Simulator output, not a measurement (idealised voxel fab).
Process module name: voxel self aligned vias
The figure presents cross-section cut, which has a width of 220 nm and is divided into square cells with an edge length of 5 nm.
Reading order for cross-sections: top band down to bottom band. Underlying form: a grid of square cells. Band size: one or more rows of cells. First you get the band's top height and its bottom height, in nm, and then the materials it's made of, left to right, with each width in nm. If you see a single material with "throughout", that one covers the band edge to edge. "blank" is empty space. Heights are measured from 0, the level below which the as-received wafer is all one material; the lowest band has no bottom and continues downward, written as in "0 -> down". The notation "30->40" denotes a width that varies across the rows of cells in the band, beginning at the first number in the top row, finishing at the second number in the bottom row, and changing by an identical amount from each row to the next. For the purposes of this document, the phrase "all unchanged" attached to a step denotes that no cell within the cross-section was modified by that step. In the "Enclosed cavities" entry, you get each enclosed empty space of 8 cells or more, one with no open way to the top, written width x height at distance, distance from the left edge, in nm. Whatever follows a step's settings on its line is a remark the simulator itself makes about that step. overlay nm: for a step with a mask, the amount by which the mask lay right of where it was planned; a negative amount means left of it.

### This section lists the process steps that were planned
1. RECEIVE | material Si
2. CONFORMAL_DEP | material SiO2 | thk nm 10
3. CONFORMAL_DEP | material SiCN | thk nm 5
4. DIRECTIONAL_DEP | material SiO2 | thk nm 20
5. MASKED_ETCH | tone open | mask id LINES | width nm 20 | pitch nm 65 | etch materials SiO2 | depth nm 20 | overlay nm 0
6. CONFORMAL_DEP | material TiN | thk nm 5
7. FILL_DEP | material Ru | thk nm 5
8. CMP | height nm 35
9. SELECTIVE_ETCH | etch materials W Ru TiN | depth nm 5
10. FILL_DEP | material SiN | thk nm 5
11. CMP | height nm 35
12. DIRECTIONAL_DEP | material SiO2 | thk nm 20
13. DIRECTIONAL_DEP | material aC | thk nm 15
14. PATTERN | tone open | mask id VIAS | material resist | width nm 40 | pitch nm 130 | thk nm 35 | overlay nm 0
15. DIRECTIONAL_ETCH | etch materials aC | depth nm 15
16. STRIP | etch materials resist
17. DIRECTIONAL_ETCH | etch materials SiO2 | depth nm 20
18. DIRECTIONAL_ETCH | etch materials SiN | depth nm 5
19. STRIP | etch materials aC
20. CONFORMAL_DEP | material TiN | thk nm 5
21. FILL_DEP | material Ru | thk nm 5
22. CMP | height nm 55
23. CONFORMAL_DEP | material SiN | thk nm 5
Quick note for whoever runs this: the wafers start identical, but the thk nm at step 20 isn't the same across them. The plan just shows what the first wafer had.

### This is how the first of several wafers looked in cross-section when it arrived, which is after step 1
    0 -> down  Si throughout
    Enclosed cavities: none

### Cross-section, first of several wafers, end of module, after last step 23
    60 -> 55  SiN throughout
    55 -> 40  SiO2=25 | TiN=5 | Ru=30 | TiN=5 | SiO2=90 | TiN=5 | Ru=30 | TiN=5 | SiO2=25
    40 -> 35  SiO2=25 | TiN=15 | Ru=10 | TiN=15 | SiO2=90 | TiN=15 | Ru=10 | TiN=15 | SiO2=25
    35 -> 30  SiO2=35 | TiN=20 | SiO2=45 | SiN=20 | SiO2=45 | TiN=20 | SiO2=35
    30 -> 20  SiO2=35 | TiN=5 | Ru=10 | TiN=5 | SiO2=45 | TiN=5 | Ru=10 | TiN=5 | SiO2=45 | TiN=5 | Ru=10 | TiN=5 | SiO2=35
    20 -> 15  SiO2=35 | TiN=20 | SiO2=45 | TiN=20 | SiO2=45 | TiN=20 | SiO2=35
    15 -> 10  SiCN throughout
    10 -> 0  SiO2 throughout
    0 -> down  Si throughout
    Enclosed cavities: none

### Cross-sectional view of the final wafer of several at the module's end
    60 -> 55  SiN throughout
    55 -> 35  SiO2=25 | TiN=40 | SiO2=90 | TiN=40 | SiO2=25
    35 -> 30  SiO2=35 | TiN=20 | SiO2=45 | SiN=20 | SiO2=45 | TiN=20 | SiO2=35
    30 -> 20  SiO2=35 | TiN=5 | Ru=10 | TiN=5 | SiO2=45 | TiN=5 | Ru=10 | TiN=5 | SiO2=45 | TiN=5 | Ru=10 | TiN=5 | SiO2=35
    20 -> 15  SiO2=35 | TiN=20 | SiO2=45 | TiN=20 | SiO2=45 | TiN=20 | SiO2=35
    15 -> 10  SiCN throughout
    10 -> 0  SiO2 throughout
    0 -> down  Si throughout
    Enclosed cavities: none

### Every row in this table is a wafer at the end of the module, and it gives, for each of the materials, the cells that wafer has gained (+) or lost (-) since it was received, then its closed voids
thk nm 5; +52 Ru; +44 SiCN; +48 SiN; +328 SiO2; +56 TiN; Enclosed cavities: none
thk nm 10; +28 Ru; +44 SiCN; +48 SiN; +328 SiO2; +80 TiN; Enclosed cavities: none
thk nm 15; +16 Ru; +44 SiCN; +48 SiN; +328 SiO2; +92 TiN; Enclosed cavities: none
thk nm 20; +12 Ru; +44 SiCN; +48 SiN; +328 SiO2; +96 TiN; Enclosed cavities: none
